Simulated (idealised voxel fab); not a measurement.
A process module follows: voxel transistor to metal.
It is cross-section cut that appears here, measuring 205 nm in width, its square cells being 5 nm in size.
Reading order for cross-sections: top band down to bottom band. Underlying form: a grid of square cells. Band size: one or more rows of cells. Heights first: top, then bottom, in nm. Then materials, left to right, each with a width in nm. "everywhere" on a single material: fills the band edge to edge. "empty": empty space. Heights are reckoned from 0. Under this level, the received wafer is all of one material. The bottommost band is open-ended downward, for example "0..down". The notation "30..40" denotes a width that varies across the rows of cells in the band, beginning at the first number in the top row, finishing at the second number in the bottom row, and changing by an identical amount from each row to the next. You'll sometimes find "remained unchanged" written for a step, and that's the way of saying that nowhere in the cross-section did a cell change during that step. Voids not open to the top, 8 cells minimum: see "Sealed internal cavities". Written width x height at distance; distance is from the left edge; nm. That trailing text on a step's line, after the settings, is the simulator's own remark on the step. overlay nm: step with mask; distance mask lay right of planned place; negative value = left of planned place.
## Planned step list for the process
1 RECEIVE [material Si]
2 OXIDIZE [depth nm 5]
3 CONFORMAL_DEP [material SiN] [thk nm 10]
4 DIRECTIONAL_DEP [material aC] [thk nm 10]
5 PATTERN [tone cover] [mask id ACTIVE] [material resist] [width nm 100] [thk nm 25] [overlay nm 0]
6 DIRECTIONAL_ETCH [etch materials aC] [depth nm 10]
7 STRIP [etch materials resist]
8 DIRECTIONAL_ETCH [etch materials SiN] [depth nm 10]
9 DIRECTIONAL_ETCH [etch materials SiO2] [depth nm 5]
10 DIRECTIONAL_ETCH [etch materials Si] [depth nm 35]
11 STRIP [etch materials aC]
12 OXIDIZE [depth nm 5]
13 FILL_DEP [material SiO2] [thk nm 5]
14 CMP [height nm 10]
15 SELECTIVE_ETCH [etch materials SiO2] [depth nm 10]
16 STRIP [etch materials SiN]
17 SELECTIVE_ETCH [etch materials SiO2] [depth nm 5]
18 OXIDIZE [depth nm 5]
19 DIRECTIONAL_DEP [material polySi] [thk nm 20]
20 DIRECTIONAL_DEP [material SiCN] [thk nm 15]
21 PATTERN [tone cover] [mask id GATE] [material resist] [width nm 30] [thk nm 15] [overlay nm 0]
22 DIRECTIONAL_ETCH [etch materials SiCN] [depth nm 25]
23 DIRECTIONAL_ETCH [etch materials polySi] [depth nm 30]
24 STRIP [etch materials resist]
25 CONFORMAL_DEP [material SiN] [thk nm 10]
26 DIRECTIONAL_ETCH [etch materials SiN] [depth nm 10]
27 DIRECTIONAL_ETCH [etch materials SiO2] [depth nm 5]
28 DIRECTIONAL_ETCH [etch materials Si] [depth nm 10]
29 EPI [material nSi] [thk nm 15]
30 FILL_DEP [material SiO2] [thk nm 5]
31 CMP [height nm 15]
32 STRIP [etch materials polySi]
33 SELECTIVE_ETCH [etch materials SiO2] [depth nm 5]
34 CONFORMAL_DEP [material HfO2] [thk nm 5]
35 CONFORMAL_DEP [material TiN] [thk nm 5]
36 FILL_DEP [material W] [thk nm 5]
37 CMP [height nm 10]
38 DIRECTIONAL_DEP [material SiO2] [thk nm 10]
39 PATTERN [tone open] [mask id CONTACT] [material resist] [width nm 15] [pitch nm 75] [thk nm 20] [overlay nm 0]
40 DIRECTIONAL_ETCH [etch materials SiO2] [depth nm 25]
41 STRIP [etch materials resist]
42 CONFORMAL_DEP [material TiN] [thk nm 5]
43 FILL_DEP [material Ru] [thk nm 10]
44 CMP [height nm 20]
45 DIRECTIONAL_DEP [material TiN] [thk nm 5]
46 DIRECTIONAL_DEP [material Ru] [thk nm 20]
47 DIRECTIONAL_DEP [material aC] [thk nm 10]
48 PATTERN [tone cover] [mask id METAL_1] [material resist] [width nm 15] [pitch nm 75] [thk nm 25] [overlay nm 0]
49 DIRECTIONAL_ETCH [etch materials aC] [depth nm 10]
50 STRIP [etch materials resist]
51 DIRECTIONAL_ETCH [etch materials Ru] [depth nm 20]
52 DIRECTIONAL_ETCH [etch materials TiN] [depth nm 5]
53 STRIP [etch materials aC]
54 CONFORMAL_DEP [material SiN] [thk nm 5]
55 FILL_DEP [material lowk] [thk nm 10]
56 CMP [height nm 45]
57 CONFORMAL_DEP [material SiCN] [thk nm 5]
58 DIRECTIONAL_DEP [material lowk] [thk nm 30]
59 PATTERN [tone open] [mask id METAL_2] [material resist] [width nm 15] [pitch nm 75] [thk nm 20] [overlay nm 0]
60 DIRECTIONAL_ETCH [etch materials lowk] [depth nm 15]
61 STRIP [etch materials resist]
62 PATTERN [tone open] [mask id METAL_2_HOLES] [material resist] [width nm 15] [pitch nm 75] [thk nm 20] [overlay nm 0]
63 DIRECTIONAL_ETCH [etch materials lowk] [depth nm 15]
64 DIRECTIONAL_ETCH [etch materials SiCN] [depth nm 5]
65 STRIP [etch materials resist]
66 CONFORMAL_DEP [material TiN] [thk nm 5]
67 FILL_DEP [material Ru] [thk nm 5]
68 CMP [height nm 80]
69 CONFORMAL_DEP [material SiN] [thk nm 5]
## This is the cross-section of the wafer as we received it, i.e. after step 1
0..down = Si everywhere
Sealed internal cavities: none
## What the wafer looks like in cross-section after this module, when it starts as shown above and follows the plan above but one mistake is made in running it
85..80 = SiN everywhere
80..50 = 55 of lowk / 5 of TiN / 5 of Ru / 5 of TiN / 60 of lowk / 5 of TiN / 5 of Ru / 5 of TiN / 60 of lowk
50..45 = 55 of SiCN / 15 of TiN / 60 of SiCN / 15 of TiN / 60 of SiCN
45..25 = 50 of lowk / 5 of SiN / 15 of Ru / 5 of SiN / 50 of lowk / 5 of SiN / 15 of Ru / 5 of SiN / 55 of lowk
25..20 = 55 of SiN / 15 of TiN / 60 of SiN / 15 of TiN / 60 of SiN
20..10 = 55 of SiO2 / 5 of TiN / 5 of Ru / 5 of TiN / 60 of SiO2 / 5 of TiN / 5 of Ru / 5 of TiN / 60 of SiO2
10..5 = 55 of SiO2 / 15 of TiN / 10 of SiO2 / 10 of SiN / 5 of HfO2 / 5 of TiN / 5 of W / 5 of TiN / 5 of HfO2 / 10 of SiN / 5 of SiO2 / 15 of TiN / 60 of SiO2
5..0 = 55 of SiO2 / 10 of TiN / 15 of nSi / 10 of SiN / 5 of HfO2 / 5 of TiN / 5 of W / 5 of TiN / 5 of HfO2 / 10 of SiN / 15 of nSi / 5 of TiN / 60 of SiO2
0..-5 = 55 of SiO2 / 10 of TiN / 15 of nSi / 10 of SiN / 5 of HfO2 / 15 of TiN / 5 of HfO2 / 10 of SiN / 15 of nSi / 5 of TiN / 60 of SiO2
-5..-10 = 50 of SiO2 / 30 of nSi / 5 of SiO2 / 35 of HfO2 / 5 of SiO2 / 25 of nSi / 55 of SiO2
-10..-20 = 55 of SiO2 / 25 of nSi / 45 of Si / 20 of nSi / 60 of SiO2
-20..-45 = 55 of SiO2 / 90 of Si / 60 of SiO2
-45..down = Si everywhere
Sealed internal cavities: none
Here's what went sideways: step 21 did not happen as planned, as run it was PATTERN [tone cover] [mask id GATE] [material resist] [width nm 25] [thk nm 15] [overlay nm 0]
